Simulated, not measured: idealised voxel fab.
Process module, titled voxel self aligned contacts
Cross-section cut spans 260 nm and uses square cells 5 nm in size.
Bands, listed from the top down, are how a cross-section gets written in this document; the cross-section itself is a grid of square cells, and a band is one or more rows of them. The band entry comprises the height of the band's top followed by the height of its bottom, expressed in nm, and subsequently the band's materials from left to right, each stated together with its width in nm. Where a single material is marked with the word "full width", that material fills the band from edge to edge. The word "blank" represents empty space. Height is counted from the level 0, under which the received wafer is composed throughout of one material. The lowest of the bands is not closed at the bottom but continues downward, in the notation "0 -> down". It should be noted that a width expressed as "30 to 40" varies in equal increments from row to row of cells within the band, taking the value of the first number at the top row and that of the second number at the bottom row. "everything unchanged" -> step changed no cross-section cell. Heads up: "Voids, enclosed" only lists the empty pockets with no open path to the top that are 8 cells or more, and it writes them as width x height at distance, distance from the left edge, in nm. Step line, after settings: the simulator's comment on this step. "overlay nm" on a masked step: distance the mask lay right of its planned place, negative for left.
The planned process steps are enumerated hereunder:
| 1 | op RECEIVE | material Si |
| 2 | op CONFORMAL_DEP | material SiO2 | thk nm 5 |
| 3 | op DIRECTIONAL_DEP | material polySi | thk nm 30 |
| 4 | op DIRECTIONAL_DEP | material SiN | thk nm 25 |
| 5 | op MASKED_ETCH | tone cover | mask id GATE | width nm 30 | pitch nm 75 | etch materials SiN | depth nm 25 | overlay nm 0 |
| 6 | op MASKED_ETCH | tone cover | mask id GATE | width nm 30 | pitch nm 75 | etch materials polySi | depth nm 30 | overlay nm 0 |
| 7 | op CONFORMAL_DEP | material SiN | thk nm 10 |
| 8 | op DIRECTIONAL_ETCH | etch materials SiN | depth nm 10 |
| 9 | op FILL_DEP | material SiO2 | thk nm 15 |
| 10 | op CMP | height nm 65 |
| 11 | op MASKED_ETCH | tone open | mask id CONTACT | width nm 55 | etch materials SiO2 | depth nm 65 | overlay nm 0 |
| 12 | op CONFORMAL_DEP | material TiN | thk nm 5 |
| 13 | op FILL_DEP | material W | thk nm 5 |
| 14 | op CMP | height nm 65 |
| 15 | op CONFORMAL_DEP | material SiN | thk nm 5 |
Cross-section: wafer on arrival = after step 1:
> 0 -> down: Si full width
> Voids, enclosed: none
Wafer at module end, in section. Began as above, planned as above, run with one mistake:
> 70 -> 65: SiN full width
> 65 -> 55: 100 of SiO2; 5 of TiN; 45 of W; 5 of TiN; 105 of SiO2
> 55 -> 50: 100 of SiO2; 10 of TiN; 35 of W; 10 of TiN; 105 of SiO2
> 50 -> 35: 75 of SiO2; 30 of SiN; 5 of TiN; 35 of W; 5 of TiN; 30 of SiN; 80 of SiO2
> 35 -> 5: 75 of SiO2; 30 of polySi; 5 of TiN; 35 of W; 5 of TiN; 30 of polySi; 80 of SiO2
> 5 -> 0: 105 of SiO2; 45 of TiN; 110 of SiO2
> 0 -> down: Si full width
> Voids, enclosed: none
Misprocessing identified: step 7 of the plan was jumped over and never run
